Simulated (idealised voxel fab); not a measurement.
A process module follows: voxel tone inversion.
FYI the section here is cut, 265 nm wide, cells are 5 nm squares.
Square cells in a grid make up a cross-section in this document, and the grid is given as bands, listed from the top down, each one or more rows of cells.
Basically the band line says how high the top is and how high the bottom is, in nm, and then what's in it from left to right, every material with its width in nm. Empty space shows up as "blank", and if a single material carries "everywhere" it runs the full band edge to edge.
Where do heights start? At 0: under that level the wafer as delivered is made of one material only. And the lowest band has no floor; it just carries on downward, as in "0 and below".
Think of "30->40" as a width that walks from the first number to the second as you go down the band, top row to bottom row, taking equal-sized steps from row to row.
You'll sometimes find "no change" written for a step, and that's the way of saying that nowhere in the cross-section did a cell change during that step.
In the "Sealed voids" entry, you get each enclosed empty space of 8 cells or more, one with no open way to the top, written width x height at distance, distance from the left edge, in nm.
Step line, after settings: the simulator's comment on this step.
The "overlay nm" setting may appear on a step's line; for a step that uses a mask, it gives how far to the right of its planned position the mask lay, and a negative value indicates the left.
**Process steps - plan**
1) RECEIVE (material Si)
2) CONFORMAL_DEP (material SiCN; thk nm 5)
3) DIRECTIONAL_DEP (material aC; thk nm 20)
4) PATTERN (tone cover; mask id POSTS; material resist; width nm 20; pitch nm 45; thk nm 25; overlay nm 0)
5) DIRECTIONAL_ETCH (etch materials aC; depth nm 20)
6) STRIP (etch materials resist)
7) FILL_DEP (material lowk; thk nm 5)
8) CMP (height nm 25)
9) STRIP (etch materials aC)
10) CONFORMAL_DEP (material TiN; thk nm 5)
11) FILL_DEP (material Ru; thk nm 5)
12) CMP (height nm 25)
13) CONFORMAL_DEP (material SiCN; thk nm 5)
**This is the cross-section of the wafer as we received it, i.e. after step 1**
  0 and below = Si everywhere
  Sealed voids: none
**Look at the cross-section after the module: the wafer started out the way shown above and the plan was the one shown above, yet one mistake was made along the way**
  30 down to 20 = SiCN everywhere
  20 down to 0 = aC everywhere
  0 and below = Si everywhere
  Sealed voids: none
Short version of what went wrong: the intended sequence of steps 2 and 3 was reversed during processing, with each occupying the position of the other
